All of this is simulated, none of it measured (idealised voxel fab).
process module | voxel wiring stack
cross-section cut | 170 nm wide | cells 5 nm
A cross-section is a grid of square cells, given in bands from the top down. A band is one or more rows of cells.
Each band's line starts with the height of the band's top and of its bottom, in nm. Then come its materials from left to right, each with its width in nm. One material with "throughout" fills the band from edge to edge. "air" is empty space.
Height 0 is the level under which the wafer as received is all one material. The lowest band goes on downwards, as in "0 down".
A width such as "30 to 40" changes by the same amount from each row of cells to the next, from the band's top row to its bottom row.
"no change" after a step means that no cell of the cross-section changed.
closed voids: empty space of 8 cells or more with no open way to the top, each as width x height at its distance from the left edge, in nm
after a step's settings: what the simulator itself notes on the step
overlay nm, on a step with a mask: how far to the right of its planned place the mask lay; to the left if negative
plan
1 op RECEIVE | material Si
2 op CONFORMAL_DEP | material SiO2 | thk nm 10
3 op CONFORMAL_DEP | material SiN | thk nm 5
4 op DIRECTIONAL_DEP | material lowk | thk nm 15
5 op PATTERN | tone open | mask id METAL_1 | material resist | width nm 20 | pitch nm 35 | thk nm 20 | overlay nm 0
6 op DIRECTIONAL_ETCH | etch materials lowk | depth nm 15
7 op DIRECTIONAL_ETCH | etch materials SiN | depth nm 5
8 op STRIP | etch materials resist
9 op CONFORMAL_DEP | material TiN | thk nm 5
10 op FILL_DEP | material Ru | thk nm 10
11 op CMP | height nm 30
12 op EPI | material Ru | thk nm 5
13 op FILL_DEP | material SiCN | thk nm 5
14 op DIRECTIONAL_DEP | material SiO2 | thk nm 10
15 op DIRECTIONAL_DEP | material aC | thk nm 15
16 op PATTERN | tone open | mask id PLUG_1 | material resist | width nm 15 | pitch nm 35 | thk nm 35 | overlay nm 0
17 op DIRECTIONAL_ETCH | etch materials aC | depth nm 15
18 op STRIP | etch materials resist
19 op DIRECTIONAL_ETCH | etch materials SiO2 | depth nm 10
20 op DIRECTIONAL_ETCH | etch materials SiCN | depth nm 5
21 op STRIP | etch materials aC
22 op EPI | material Ru | thk nm 10
23 op EPI | material Ru | thk nm 5
24 op CONFORMAL_DEP | material SiN | thk nm 5
25 op DIRECTIONAL_DEP | material lowk | thk nm 15
26 op MASKED_ETCH | tone open | mask id METAL_2 | width nm 20 | pitch nm 35 | etch materials lowk | depth nm 15 | overlay nm 0
27 op MASKED_ETCH | tone open | mask id METAL_2 | width nm 20 | pitch nm 35 | etch materials SiN | depth nm 5 | overlay nm 0
28 op CONFORMAL_DEP | material TiN | thk nm 5
29 op FILL_DEP | material W | thk nm 5
30 op CMP | height nm 70
31 op EPI | material Ru | thk nm 5
32 op FILL_DEP | material SiCN | thk nm 5
33 op DIRECTIONAL_DEP | material SiO2 | thk nm 30
34 op MASKED_ETCH | tone open | mask id METAL_3 | width nm 20 | pitch nm 35 | etch materials SiO2 | depth nm 15 | overlay nm 0
35 op PATTERN | tone open | mask id METAL_3_HOLES | material resist | width nm 15 | pitch nm 35 | thk nm 15 | overlay nm 0
36 op DIRECTIONAL_ETCH | etch materials SiO2 | depth nm 15
37 op DIRECTIONAL_ETCH | etch materials SiCN | depth nm 5
38 op STRIP | etch materials resist
39 op CONFORMAL_DEP | material TiN | thk nm 5
40 op FILL_DEP | material Ru | thk nm 10
41 op CMP | height nm 110
42 op CONFORMAL_DEP | material SiN | thk nm 5
first wafer, as planned
as received, after step 1
  0 down: Si throughout
  closed voids: none
after step 2
  10 to 0: SiO2 throughout
  below 0: unchanged
after step 3
  15 to 10: SiN throughout
  below 10: unchanged
after step 4
  30 to 15: lowk throughout
  below 15: unchanged
after step 5
  50 to 30: resist 20 | air 20 | resist 15 | air 20 | resist 15 | air 20 | resist 15 | air 20 | resist 25
  below 30: unchanged
after step 6
  50 to 30: resist 20 | air 20 | resist 15 | air 20 | resist 15 | air 20 | resist 15 | air 20 | resist 25
  30 to 15: lowk 20 | air 20 | lowk 15 | air 20 | lowk 15 | air 20 | lowk 15 | air 20 | lowk 25
  below 15: unchanged
after step 7
  50 to 30: resist 20 | air 20 | resist 15 | air 20 | resist 15 | air 20 | resist 15 | air 20 | resist 25
  30 to 15: lowk 20 | air 20 | lowk 15 | air 20 | lowk 15 | air 20 | lowk 15 | air 20 | lowk 25
  15 to 10: SiN 20 | air 20 | SiN 15 | air 20 | SiN 15 | air 20 | SiN 15 | air 20 | SiN 25
  below 10: unchanged
after step 8
  30 to 15: lowk 20 | air 20 | lowk 15 | air 20 | lowk 15 | air 20 | lowk 15 | air 20 | lowk 25
  below 15: unchanged
after step 9
  35 to 30: TiN 25 | air 10 | TiN 25 | air 10 | TiN 25 | air 10 | TiN 25 | air 10 | TiN 30
  30 to 15: lowk 20 | TiN 5 | air 10 | TiN 5 | lowk 15 | TiN 5 | air 10 | TiN 5 | lowk 15 | TiN 5 | air 10 | TiN 5 | lowk 15 | TiN 5 | air 10 | TiN 5 | lowk 25
  15 to 10: SiN 20 | TiN 20 | SiN 15 | TiN 20 | SiN 15 | TiN 20 | SiN 15 | TiN 20 | SiN 25
  below 10: unchanged
after step 10
  45 to 35: Ru throughout
  35 to 30: TiN 25 | Ru 10 | TiN 25 | Ru 10 | TiN 25 | Ru 10 | TiN 25 | Ru 10 | TiN 30
  30 to 15: lowk 20 | TiN 5 | Ru 10 | TiN 5 | lowk 15 | TiN 5 | Ru 10 | TiN 5 | lowk 15 | TiN 5 | Ru 10 | TiN 5 | lowk 15 | TiN 5 | Ru 10 | TiN 5 | lowk 25
  below 15: unchanged
after step 11
  30 to 15: lowk 20 | TiN 5 | Ru 10 | TiN 5 | lowk 15 | TiN 5 | Ru 10 | TiN 5 | lowk 15 | TiN 5 | Ru 10 | TiN 5 | lowk 15 | TiN 5 | Ru 10 | TiN 5 | lowk 25
  below 15: unchanged
after step 12
  35 to 30: air 15 | Ru 30 | air 5 | Ru 30 | air 5 | Ru 30 | air 5 | Ru 30 | air 20
  below 30: unchanged
after step 13
  40 to 35: SiCN throughout
  35 to 30: SiCN 15 | Ru 30 | SiCN 5 | Ru 30 | SiCN 5 | Ru 30 | SiCN 5 | Ru 30 | SiCN 20
  below 30: unchanged
after step 14
  50 to 40: SiO2 throughout
  below 40: unchanged
after step 15
  65 to 50: aC throughout
  below 50: unchanged
after step 16
  100 to 65: resist 20 | air 15 | resist 20 | air 15 | resist 20 | air 15 | resist 20 | air 15 | resist 30
  below 65: unchanged
after step 17
  85 to 65: resist 20 | air 15 | resist 20 | air 15 | resist 20 | air 15 | resist 20 | air 15 | resist 30
  65 to 50: aC 20 | air 15 | aC 20 | air 15 | aC 20 | air 15 | aC 20 | air 15 | aC 30
  below 50: unchanged
after step 18
  65 to 50: aC 20 | air 15 | aC 20 | air 15 | aC 20 | air 15 | aC 20 | air 15 | aC 30
  below 50: unchanged
after step 19
  65 to 50: aC 20 | air 15 | aC 20 | air 15 | aC 20 | air 15 | aC 20 | air 15 | aC 30
  50 to 40: SiO2 20 | air 15 | SiO2 20 | air 15 | SiO2 20 | air 15 | SiO2 20 | air 15 | SiO2 30
  below 40: unchanged
after step 20
  65 to 50: aC 20 | air 15 | aC 20 | air 15 | aC 20 | air 15 | aC 20 | air 15 | aC 30
  50 to 40: SiO2 20 | air 15 | SiO2 20 | air 15 | SiO2 20 | air 15 | SiO2 20 | air 15 | SiO2 30
  40 to 35: SiCN 20 | air 15 | SiCN 20 | air 15 | SiCN 20 | air 15 | SiCN 20 | air 15 | SiCN 30
  below 35: unchanged
after step 21
  50 to 40: SiO2 20 | air 15 | SiO2 20 | air 15 | SiO2 20 | air 15 | SiO2 20 | air 15 | SiO2 30
  below 40: unchanged
after step 22
  50 to 45: SiO2 20 | air 15 | SiO2 20 | air 15 | SiO2 20 | air 15 | SiO2 20 | air 15 | SiO2 30
  45 to 40: SiO2 20 | Ru 15 | SiO2 20 | Ru 15 | SiO2 20 | Ru 15 | SiO2 20 | Ru 15 | SiO2 30
  40 to 30: SiCN 20 to 15 | Ru 15 to 30 | SiCN 20 to 5 | Ru 15 to 30 | SiCN 20 to 5 | Ru 15 to 30 | SiCN 20 to 5 | Ru 15 to 30 | SiCN 30 to 20
  below 30: unchanged
after step 23
  50 to 40: SiO2 20 | Ru 15 | SiO2 20 | Ru 15 | SiO2 20 | Ru 15 | SiO2 20 | Ru 15 | SiO2 30
  below 40: unchanged
after step 24
  55 to 50: SiN throughout
  below 50: unchanged
after step 25
  70 to 55: lowk throughout
  below 55: unchanged
after step 26
  70 to 55: lowk 20 | air 20 | lowk 15 | air 20 | lowk 15 | air 20 | lowk 15 | air 20 | lowk 25
  below 55: unchanged
after step 27
  70 to 55: lowk 20 | air 20 | lowk 15 | air 20 | lowk 15 | air 20 | lowk 15 | air 20 | lowk 25
  55 to 50: SiN 20 | air 20 | SiN 15 | air 20 | SiN 15 | air 20 | SiN 15 | air 20 | SiN 25
  below 50: unchanged
after step 28
  75 to 70: TiN 25 | air 10 | TiN 25 | air 10 | TiN 25 | air 10 | TiN 25 | air 10 | TiN 30
  70 to 55: lowk 20 | TiN 5 | air 10 | TiN 5 | lowk 15 | TiN 5 | air 10 | TiN 5 | lowk 15 | TiN 5 | air 10 | TiN 5 | lowk 15 | TiN 5 | air 10 | TiN 5 | lowk 25
  55 to 50: SiN 20 | TiN 20 | SiN 15 | TiN 20 | SiN 15 | TiN 20 | SiN 15 | TiN 20 | SiN 25
  below 50: unchanged
after step 29
  80 to 75: W throughout
  75 to 70: TiN 25 | W 10 | TiN 25 | W 10 | TiN 25 | W 10 | TiN 25 | W 10 | TiN 30
  70 to 55: lowk 20 | TiN 5 | W 10 | TiN 5 | lowk 15 | TiN 5 | W 10 | TiN 5 | lowk 15 | TiN 5 | W 10 | TiN 5 | lowk 15 | TiN 5 | W 10 | TiN 5 | lowk 25
  below 55: unchanged
after step 30
  70 to 55: lowk 20 | TiN 5 | W 10 | TiN 5 | lowk 15 | TiN 5 | W 10 | TiN 5 | lowk 15 | TiN 5 | W 10 | TiN 5 | lowk 15 | TiN 5 | W 10 | TiN 5 | lowk 25
  below 55: unchanged
after step 31
  75 to 70: air 15 | Ru 30 | air 5 | Ru 30 | air 5 | Ru 30 | air 5 | Ru 30 | air 20
  below 70: unchanged
after step 32
  80 to 75: SiCN throughout
  75 to 70: SiCN 15 | Ru 30 | SiCN 5 | Ru 30 | SiCN 5 | Ru 30 | SiCN 5 | Ru 30 | SiCN 20
  below 70: unchanged
after step 33
  110 to 80: SiO2 throughout
  below 80: unchanged
after step 34
  110 to 95: SiO2 20 | air 20 | SiO2 15 | air 20 | SiO2 15 | air 20 | SiO2 15 | air 20 | SiO2 25
  below 95: unchanged
after step 35
  125 to 110: resist 20 | air 15 | resist 20 | air 15 | resist 20 | air 15 | resist 20 | air 15 | resist 30
  110 to 95: SiO2 20 | air 15 | resist 5 | SiO2 15 | air 15 | resist 5 | SiO2 15 | air 15 | resist 5 | SiO2 15 | air 15 | resist 5 | SiO2 25
  below 95: unchanged
after step 36
  125 to 110: resist 20 | air 15 | resist 20 | air 15 | resist 20 | air 15 | resist 20 | air 15 | resist 30
  110 to 95: SiO2 20 | air 15 | resist 5 | SiO2 15 | air 15 | resist 5 | SiO2 15 | air 15 | resist 5 | SiO2 15 | air 15 | resist 5 | SiO2 25
  95 to 80: SiO2 20 | air 15 | SiO2 20 | air 15 | SiO2 20 | air 15 | SiO2 20 | air 15 | SiO2 30
  below 80: unchanged
after step 37
  125 to 110: resist 20 | air 15 | resist 20 | air 15 | resist 20 | air 15 | resist 20 | air 15 | resist 30
  110 to 95: SiO2 20 | air 15 | resist 5 | SiO2 15 | air 15 | resist 5 | SiO2 15 | air 15 | resist 5 | SiO2 15 | air 15 | resist 5 | SiO2 25
  95 to 80: SiO2 20 | air 15 | SiO2 20 | air 15 | SiO2 20 | air 15 | SiO2 20 | air 15 | SiO2 30
  80 to 75: SiCN 20 | air 15 | SiCN 20 | air 15 | SiCN 20 | air 15 | SiCN 20 | air 15 | SiCN 30
  below 75: unchanged
after step 38
  110 to 95: SiO2 20 | air 20 | SiO2 15 | air 20 | SiO2 15 | air 20 | SiO2 15 | air 20 | SiO2 25
  below 95: unchanged
after step 39
  115 to 110: TiN 25 | air 10 | TiN 25 | air 10 | TiN 25 | air 10 | TiN 25 | air 10 | TiN 30
  110 to 100: SiO2 20 | TiN 5 | air 10 | TiN 5 | SiO2 15 | TiN 5 | air 10 | TiN 5 | SiO2 15 | TiN 5 | air 10 | TiN 5 | SiO2 15 | TiN 5 | air 10 | TiN 5 | SiO2 25
  100 to 95: SiO2 20 | TiN 5 | air 5 | TiN 10 | SiO2 15 | TiN 5 | air 5 | TiN 10 | SiO2 15 | TiN 5 | air 5 | TiN 10 | SiO2 15 | TiN 5 | air 5 | TiN 10 | SiO2 25
  95 to 80: SiO2 20 | TiN 5 | air 5 | TiN 5 | SiO2 20 | TiN 5 | air 5 | TiN 5 | SiO2 20 | TiN 5 | air 5 | TiN 5 | SiO2 20 | TiN 5 | air 5 | TiN 5 | SiO2 30
  80 to 75: SiCN 20 | TiN 15 | SiCN 20 | TiN 15 | SiCN 20 | TiN 15 | SiCN 20 | TiN 15 | SiCN 30
  below 75: unchanged
after step 40
  125 to 115: Ru throughout
  115 to 110: TiN 25 | Ru 10 | TiN 25 | Ru 10 | TiN 25 | Ru 10 | TiN 25 | Ru 10 | TiN 30
  110 to 100: SiO2 20 | TiN 5 | Ru 10 | TiN 5 | SiO2 15 | TiN 5 | Ru 10 | TiN 5 | SiO2 15 | TiN 5 | Ru 10 | TiN 5 | SiO2 15 | TiN 5 | Ru 10 | TiN 5 | SiO2 25
  100 to 95: SiO2 20 | TiN 5 | Ru 5 | TiN 10 | SiO2 15 | TiN 5 | Ru 5 | TiN 10 | SiO2 15 | TiN 5 | Ru 5 | TiN 10 | SiO2 15 | TiN 5 | Ru 5 | TiN 10 | SiO2 25
  95 to 80: SiO2 20 | TiN 5 | Ru 5 | TiN 5 | SiO2 20 | TiN 5 | Ru 5 | TiN 5 | SiO2 20 | TiN 5 | Ru 5 | TiN 5 | SiO2 20 | TiN 5 | Ru 5 | TiN 5 | SiO2 30
  below 80: unchanged
after step 41
  110 to 100: SiO2 20 | TiN 5 | Ru 10 | TiN 5 | SiO2 15 | TiN 5 | Ru 10 | TiN 5 | SiO2 15 | TiN 5 | Ru 10 | TiN 5 | SiO2 15 | TiN 5 | Ru 10 | TiN 5 | SiO2 25
  below 100: unchanged
after step 42
  115 to 110: SiN throughout
  below 110: unchanged
second wafer: like start, like plan, one mistake. Through step 32 it matches the first wafer
when step 33 should have ended
  110 to 80: SiN throughout
  below 80: unchanged
when step 34 should have ended: no change
when step 35 should have ended
  125 to 110: resist 20 | air 15 | resist 20 | air 15 | resist 20 | air 15 | resist 20 | air 15 | resist 30
  below 110: unchanged
when step 36 should have ended: no change
when step 37 should have ended: no change
when step 38 should have ended
  110 to 80: SiN throughout
  below 80: unchanged
when step 39 should have ended
  115 to 110: TiN throughout
  below 110: unchanged
when step 40 should have ended
  125 to 115: Ru throughout
  below 115: unchanged
when step 41 should have ended
  110 to 80: SiN throughout
  below 80: unchanged
when step 42 should have ended
  115 to 80: SiN throughout
  below 80: unchanged
what went wrong: step 33 ran as: op DIRECTIONAL_DEP | material SiN | thk nm 30
at the end the second wafer has, in cells: 32 fewer of Ru | 12 more of SiCN | 204 more of SiN | 120 fewer of SiO2 | 64 fewer of TiN
